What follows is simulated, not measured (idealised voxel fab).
process module | voxel air gaps
cross-section cut | 260 nm wide | cells 5 nm
A cross-section is a grid of square cells, given in bands from the top down. A band is one or more rows of cells.
Each band's line starts with the height of the band's top and of its bottom, in nm. Then come its materials from left to right, each with its width in nm. One material with "throughout" fills the band from edge to edge. "air" is empty space.
Height 0 is the level under which the wafer as received is all one material. The lowest band goes on downwards, as in "0 down".
A width such as "30 to 40" changes by the same amount from each row of cells to the next, from the band's top row to its bottom row.
"no change" after a step means that no cell of the cross-section changed.
closed voids: empty space of 8 cells or more with no open way to the top, each as width x height at its distance from the left edge, in nm
after a step's settings: what the simulator itself notes on the step
overlay nm, on a step with a mask: how far to the right of its planned place the mask lay; to the left if negative
plan
1 op RECEIVE | material Si
2 op CONFORMAL_DEP | material SiO2 | thk nm 15
3 op CONFORMAL_DEP | material SiCN | thk nm 5
4 op DIRECTIONAL_DEP | material lowk | thk nm 35
5 op DIRECTIONAL_DEP | material aC | thk nm 15
6 op PATTERN | tone open | mask id LINES | material resist | width nm 25 | pitch nm 50 | thk nm 35 | overlay nm 0
7 op DIRECTIONAL_ETCH | etch materials aC | depth nm 15
8 op STRIP | etch materials resist
9 op DIRECTIONAL_ETCH | etch materials lowk | depth nm 35
10 op STRIP | etch materials aC
11 op CONFORMAL_DEP | material TiN | thk nm 5
12 op FILL_DEP | material Cu | thk nm 5
13 op CMP | height nm 55
14 op EPI | material Ru | thk nm 10
15 op SELECTIVE_ETCH | etch materials lowk | depth nm 45
16 op CONFORMAL_DEP | material SiCN | thk nm 5
as received, after step 1
  0 down: Si throughout
  closed voids: none
first wafer at the end, as planned
  70 to 65: air 25 | SiCN 205 | air 30
  65 to 55: air 25 | SiCN 5 | Ru 45 | SiCN 5 | Ru 45 | SiCN 5 | Ru 45 | SiCN 5 | Ru 45 | SiCN 5 | air 30
  55 to 50: air 25 | SiCN 15 | TiN 5 | Cu 15 | TiN 5 | SiCN 25 | TiN 5 | Cu 15 | TiN 5 | SiCN 25 | TiN 5 | Cu 15 | TiN 5 | SiCN 25 | TiN 5 | Cu 15 | TiN 5 | SiCN 15 | air 30
  50 to 25: air 35 | SiCN 5 | TiN 5 | Cu 15 | TiN 5 | SiCN 5 | air 15 | SiCN 5 | TiN 5 | Cu 15 | TiN 5 | SiCN 5 | air 15 | SiCN 5 | TiN 5 | Cu 15 | TiN 5 | SiCN 5 | air 15 | SiCN 5 | TiN 5 | Cu 15 | TiN 5 | SiCN 5 | air 40
  25 to 20: SiCN 40 | TiN 25 | SiCN 25 | TiN 25 | SiCN 25 | TiN 25 | SiCN 25 | TiN 25 | SiCN 45
  20 to 15: SiCN throughout
  15 to 0: SiO2 throughout
  0 down: Si throughout
  closed voids: 15 x 25 at 70; 15 x 25 at 120; 15 x 25 at 170
second wafer at the end: like start, like plan, one mistake
  70 to 65: SiCN throughout
  65 to 55: Ru 50 | SiCN 5 | Ru 45 | SiCN 5 | Ru 45 | SiCN 5 | Ru 45 | SiCN 5 | Ru 55
  55 to 50: Cu 35 | TiN 5 | SiCN 25 | TiN 5 | Cu 15 | TiN 5 | SiCN 25 | TiN 5 | Cu 15 | TiN 5 | SiCN 25 | TiN 5 | Cu 15 | TiN 5 | SiCN 25 | TiN 5 | Cu 40
  50 to 25: Cu 35 | TiN 5 | SiCN 5 | air 15 | SiCN 5 | TiN 5 | Cu 15 | TiN 5 | SiCN 5 | air 15 | SiCN 5 | TiN 5 | Cu 15 | TiN 5 | SiCN 5 | air 15 | SiCN 5 | TiN 5 | Cu 15 | TiN 5 | SiCN 5 | air 15 | SiCN 5 | TiN 5 | Cu 40
  25 to 20: TiN 40 | SiCN 25 | TiN 25 | SiCN 25 | TiN 25 | SiCN 25 | TiN 25 | SiCN 25 | TiN 45
  20 to 15: SiCN throughout
  15 to 0: SiO2 throughout
  0 down: Si throughout
  closed voids: 15 x 25 at 45; 15 x 25 at 95; 15 x 25 at 145; 15 x 25 at 195
what went wrong: step 6 ran as: op PATTERN | tone cover | mask id LINES | material resist | width nm 25 | pitch nm 50 | thk nm 35 | overlay nm 0
at the end the second wafer has, in cells: 72 more of Cu | 24 more of Ru | 4 fewer of SiCN | 12 more of TiN
closed voids at the end (first wafer, second wafer): 3, 4
